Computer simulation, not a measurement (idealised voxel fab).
Module name: voxel transistor to metal (process module)
Section cut is 200 nm wide and gridded with 5 nm square cells.
Cross-sections here: square-cell grids, written as top-down lists of bands, a band being one or more rows of cells. Heads up on the band format: heights come first, top then bottom, in nm. After that it's the materials left to right, each with its width in nm. A single material flagged "everywhere" fills the whole band edge to edge, and "air" means there's empty space there. Ref level 0: as-received wafer is one material below here. Bottom band extends down with no lower bound ("from 0 down"). So if you see something like "30..40" for the width, read it as the top row of the band sitting at the first number and the bottom row at the second, with every row in between moving by the same amount as the last. Key: "remains unaltered" - step with no changed cell in the cross-section. Reported under the label "Enclosed empty spaces" are the empty spaces having no open way to the top and comprising 8 cells or more; the notation for each is width x height at distance, in which the distance is measured from the left edge and all three values are in nm. Note: text after step settings on the step line = simulator remark on that step. overlay nm: right-of-plan distance of the mask on a masked step; negative values mean left-of-plan.

STEPS PLANNED FOR THE PROCESS
1) op RECEIVE | material Si
2) op OXIDIZE | depth nm 5
3) op CONFORMAL_DEP | material SiN | thk nm 15
4) op PATTERN | tone cover | mask id ACTIVE | material resist | width nm 125 | thk nm 15 | overlay nm 0
5) op DIRECTIONAL_ETCH | etch materials SiN | depth nm 15
6) op DIRECTIONAL_ETCH | etch materials SiO2 | depth nm 5
7) op DIRECTIONAL_ETCH | etch materials Si | depth nm 25
8) op STRIP | etch materials resist
9) op OXIDIZE | depth nm 5
10) op FILL_DEP | material SiO2 | thk nm 10
11) op CMP | height nm 15
12) op SELECTIVE_ETCH | etch materials SiO2 | depth nm 10
13) op STRIP | etch materials SiN
14) op SELECTIVE_ETCH | etch materials SiO2 | depth nm 5
15) op OXIDIZE | depth nm 5
16) op DIRECTIONAL_DEP | material polySi | thk nm 20
17) op DIRECTIONAL_DEP | material SiCN | thk nm 15
18) op PATTERN | tone cover | mask id GATE | material resist | width nm 35 | thk nm 15 | overlay nm 0
19) op DIRECTIONAL_ETCH | etch materials SiCN | depth nm 25
20) op DIRECTIONAL_ETCH | etch materials polySi | depth nm 30
21) op STRIP | etch materials resist
22) op CONFORMAL_DEP | material SiN | thk nm 10
23) op DIRECTIONAL_ETCH | etch materials SiN | depth nm 10
24) op DIRECTIONAL_ETCH | etch materials SiO2 | depth nm 5
25) op DIRECTIONAL_ETCH | etch materials Si | depth nm 10
26) op EPI | material SiGe | thk nm 10
27) op FILL_DEP | material SiO2 | thk nm 5
28) op CMP | height nm 15
29) op STRIP | etch materials polySi
30) op SELECTIVE_ETCH | etch materials SiO2 | depth nm 5
31) op CONFORMAL_DEP | material HfO2 | thk nm 5
32) op CONFORMAL_DEP | material TiN | thk nm 5
33) op FILL_DEP | material W | thk nm 10
34) op CMP | height nm 10
35) op DIRECTIONAL_DEP | material SiO2 | thk nm 10
36) op MASKED_ETCH | tone open | mask id CONTACT | width nm 15 | pitch nm 90 | etch materials SiO2 | depth nm 30 | overlay nm 0
37) op CONFORMAL_DEP | material TiN | thk nm 5
38) op FILL_DEP | material W | thk nm 10
39) op CMP | height nm 20
40) op CONFORMAL_DEP | material SiN | thk nm 5
41) op DIRECTIONAL_DEP | material SiO2 | thk nm 20
42) op PATTERN | tone open | mask id METAL_1 | material resist | width nm 15 | pitch nm 90 | thk nm 20 | overlay nm 0
43) op DIRECTIONAL_ETCH | etch materials SiO2 | depth nm 20
44) op DIRECTIONAL_ETCH | etch materials SiN | depth nm 5
45) op STRIP | etch materials resist
46) op CONFORMAL_DEP | material TiN | thk nm 5
47) op FILL_DEP | material Cu | thk nm 5
48) op CMP | height nm 45
49) op CONFORMAL_DEP | material SiN | thk nm 5

SO THIS IS THE INCOMING WAFER IN CROSS-SECTION - IT'S ALREADY BEEN THROUGH STEP 1
	from 0 down: Si everywhere
	Enclosed empty spaces: none

THE FIRST OF THE TWO WAFERS AS SEEN IN CROSS-SECTION ONCE THE MODULE WAS FINISHED; PROCESSING FOLLOWED THE PLAN
	from 50 to 45: SiN everywhere
	from 45 to 25: SiO2 45 nm, then TiN 5 nm, then Cu 5 nm, then TiN 5 nm, then SiO2 75 nm, then TiN 5 nm, then Cu 5 nm, then TiN 5 nm, then SiO2 50 nm
	from 25 to 20: SiN 45 nm, then TiN 15 nm, then SiN 75 nm, then TiN 15 nm, then SiN 50 nm
	from 20 to 10: SiO2 45 nm, then TiN 5 nm, then W 5 nm, then TiN 5 nm, then SiO2 75 nm, then TiN 5 nm, then W 5 nm, then TiN 5 nm, then SiO2 50 nm
	from 10 to 0: SiO2 45 nm, then TiN 5 nm, then W 5 nm, then TiN 5 nm, then SiO2 10 nm, then SiN 10 nm, then HfO2 5 nm, then TiN 5 nm, then W 15 nm, then TiN 5 nm, then HfO2 5 nm, then SiN 10 nm, then SiO2 10 nm, then TiN 5 nm, then W 5 nm, then TiN 5 nm, then SiO2 50 nm
	from 0 to -5: SiO2 30 nm, then SiN 10 nm, then SiO2 5 nm, then TiN 5 nm, then W 5 nm, then TiN 5 nm, then SiGe 10 nm, then SiN 10 nm, then HfO2 5 nm, then TiN 25 nm, then HfO2 5 nm, then SiN 10 nm, then SiGe 10 nm, then TiN 5 nm, then W 5 nm, then TiN 5 nm, then SiO2 5 nm, then SiN 10 nm, then SiO2 35 nm
	from -5 to -10: SiO2 45 nm, then TiN 15 nm, then SiGe 10 nm, then SiO2 5 nm, then HfO2 45 nm, then SiO2 5 nm, then SiGe 10 nm, then TiN 15 nm, then SiO2 50 nm
	from -10 to -20: SiO2 40 nm, then SiGe 30 nm, then Si 55 nm, then SiGe 30 nm, then SiO2 45 nm
	from -20 to -35: SiO2 40 nm, then Si 115 nm, then SiO2 45 nm
	from -35 down: Si everywhere
	Enclosed empty spaces: none

MODULE END: CROSS-SECTION OF WAFER TWO OF TWO. SAME START AND PROCESS PLAN AS THE FIRST WAFER. ONE MISTAKE DURING EXECUTION
	from 50 to 45: SiN everywhere
	from 45 to 25: SiO2 45 nm, then TiN 5 nm, then Cu 5 nm, then TiN 5 nm, then SiO2 75 nm, then TiN 5 nm, then Cu 5 nm, then TiN 5 nm, then SiO2 50 nm
	from 25 to 20: SiN 45 nm, then TiN 15 nm, then SiN 75 nm, then TiN 15 nm, then SiN 50 nm
	from 20 to 10: SiO2 45 nm, then TiN 5 nm, then W 5 nm, then TiN 5 nm, then SiO2 75 nm, then TiN 5 nm, then W 5 nm, then TiN 5 nm, then SiO2 50 nm
	from 10 to 5: SiO2 45 nm, then TiN 5 nm, then W 5 nm, then TiN 5 nm, then SiO2 5 nm, then SiN 10 nm, then HfO2 5 nm, then TiN 5 nm, then W 15 nm, then TiN 5 nm, then HfO2 5 nm, then SiN 10 nm, then SiO2 15 nm, then TiN 5 nm, then W 5 nm, then TiN 5 nm, then SiO2 50 nm
	from 5 to 0: SiO2 45 nm, then TiN 15 nm, then SiO2 5 nm, then SiN 10 nm, then HfO2 5 nm, then TiN 5 nm, then W 15 nm, then TiN 5 nm, then HfO2 5 nm, then SiN 10 nm, then SiO2 15 nm, then TiN 5 nm, then W 5 nm, then TiN 5 nm, then SiO2 50 nm
	from 0 to -5: SiO2 30 nm, then SiN 10 nm, then SiO2 5 nm, then TiN 10 nm, then SiGe 10 nm, then SiN 10 nm, then HfO2 5 nm, then TiN 25 nm, then HfO2 5 nm, then SiN 10 nm, then SiGe 10 nm, then SiO2 5 nm, then TiN 5 nm, then W 5 nm, then TiN 5 nm, then SiO2 5 nm, then SiN 10 nm, then SiO2 35 nm
	from -5 to -10: SiO2 45 nm, then TiN 10 nm, then SiGe 10 nm, then SiO2 5 nm, then HfO2 45 nm, then SiO2 5 nm, then SiGe 10 nm, then SiO2 5 nm, then TiN 15 nm, then SiO2 50 nm
	from -10 to -20: SiO2 40 nm, then SiGe 25 nm, then Si 55 nm, then SiGe 35 nm, then SiO2 45 nm
	from -20 to -35: SiO2 40 nm, then Si 115 nm, then SiO2 45 nm
	from -35 down: Si everywhere
	Enclosed empty spaces: none
Finding, execution versus plan: step 18 deviated from plan and actually ran as op PATTERN | tone cover | mask id GATE | material resist | width nm 35 | thk nm 15 | overlay nm -5
Wafer comparison, final, in cells, second relative to first, materials more or fewer: 2 more of SiO2 | 2 fewer of W
